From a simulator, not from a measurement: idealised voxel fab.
process module | voxel air gaps
cross-section cut | 180 nm wide | cells 5 nm
A cross-section is a grid of square cells, given in bands from the top down. A band is one or more rows of cells.
Each band's line starts with the height of the band's top and of its bottom, in nm. Then come its materials from left to right, each with its width in nm. One material with "throughout" fills the band from edge to edge. "air" is empty space.
Height 0 is the level under which the wafer as received is all one material. The lowest band goes on downwards, as in "0 down".
A width such as "30 to 40" changes by the same amount from each row of cells to the next, from the band's top row to its bottom row.
"no change" after a step means that no cell of the cross-section changed.
closed voids: empty space of 8 cells or more with no open way to the top, each as width x height at its distance from the left edge, in nm
after a step's settings: what the simulator itself notes on the step
overlay nm, on a step with a mask: how far to the right of its planned place the mask lay; to the left if negative
plan
1 op RECEIVE | material Si
2 op CONFORMAL_DEP | material SiO2 | thk nm 10
3 op CONFORMAL_DEP | material SiN | thk nm 5
4 op DIRECTIONAL_DEP | material SiO2 | thk nm 40
5 op MASKED_ETCH | tone open | mask id LINES | width nm 15 | pitch nm 55 | etch materials SiO2 | depth nm 40 | overlay nm 0
6 op CONFORMAL_DEP | material TiN | thk nm 5
7 op FILL_DEP | material Ru | thk nm 10
8 op CMP | height nm 55
9 op EPI | material Ru | thk nm 10
10 op SELECTIVE_ETCH | etch materials SiO2 | depth nm 50
11 op CONFORMAL_DEP | material SiCN | thk nm 5
varied across the wafers: width nm of step 5. The plan shows the first wafer's value. All wafers start alike
first wafer as received, after step 1
  0 down: Si throughout
  closed voids: none
first wafer at the end, after step 11
  70 to 65: air 10 | SiCN 45 | air 10 | SiCN 45 | air 10 | SiCN 45 | air 15
  65 to 55: air 10 | SiCN 5 | Ru 35 | SiCN 5 | air 10 | SiCN 5 | Ru 35 | SiCN 5 | air 10 | SiCN 5 | Ru 35 | SiCN 5 | air 15
  55 to 50: air 10 | SiCN 15 | TiN 5 | Ru 5 | TiN 5 | SiCN 15 | air 10 | SiCN 15 | TiN 5 | Ru 5 | TiN 5 | SiCN 15 | air 10 | SiCN 15 | TiN 5 | Ru 5 | TiN 5 | SiCN 15 | air 15
  50 to 20: air 20 | SiCN 5 | TiN 5 | Ru 5 | TiN 5 | SiCN 5 | air 30 | SiCN 5 | TiN 5 | Ru 5 | TiN 5 | SiCN 5 | air 30 | SiCN 5 | TiN 5 | Ru 5 | TiN 5 | SiCN 5 | air 25
  20 to 15: SiCN 25 | TiN 15 | SiCN 40 | TiN 15 | SiCN 40 | TiN 15 | SiCN 30
  15 to 10: SiN throughout
  10 to 0: SiO2 throughout
  0 down: Si throughout
  closed voids: none
last wafer at the end
  70 to 65: SiCN throughout
  65 to 55: SiCN 5 | Ru 170 | SiCN 5
  55 to 50: SiCN 15 | TiN 5 | Ru 30 | TiN 5 | SiO2 15 | TiN 5 | Ru 30 | TiN 5 | SiO2 15 | TiN 5 | Ru 30 | TiN 5 | SiCN 15
  50 to 20: air 10 | SiCN 5 | TiN 5 | Ru 30 | TiN 5 | SiO2 15 | TiN 5 | Ru 30 | TiN 5 | SiO2 15 | TiN 5 | Ru 30 | TiN 5 | SiCN 5 | air 10
  20 to 15: SiCN 15 | TiN 40 | SiO2 15 | TiN 40 | SiO2 15 | TiN 40 | SiCN 15
  15 to 10: SiN throughout
  10 to 0: SiO2 throughout
  0 down: Si throughout
  closed voids: 10 x 30 at 0; 10 x 30 at 170
each wafer at the end: cells of each material gained (+) or lost (-) since it was received, then its closed voids
width nm 15 | +63 Ru | +120 SiCN | +36 SiN | +72 SiO2 | +51 TiN | closed voids: none
width nm 20 | +90 Ru | +120 SiCN | +36 SiN | +72 SiO2 | +54 TiN | closed voids: none
width nm 25 | +117 Ru | +120 SiCN | +36 SiN | +72 SiO2 | +57 TiN | closed voids: 20 x 30 at 50; 20 x 30 at 105
width nm 30 | +144 Ru | +112 SiCN | +36 SiN | +72 SiO2 | +60 TiN | closed voids: 15 x 30 at 55; 15 x 30 at 110
width nm 35 | +171 Ru | +64 SiCN | +36 SiN | +136 SiO2 | +63 TiN | closed voids: 10 x 30 at 0
width nm 40 | +194 Ru | +64 SiCN | +36 SiN | +120 SiO2 | +66 TiN | closed voids: 10 x 30 at 0; 10 x 30 at 170
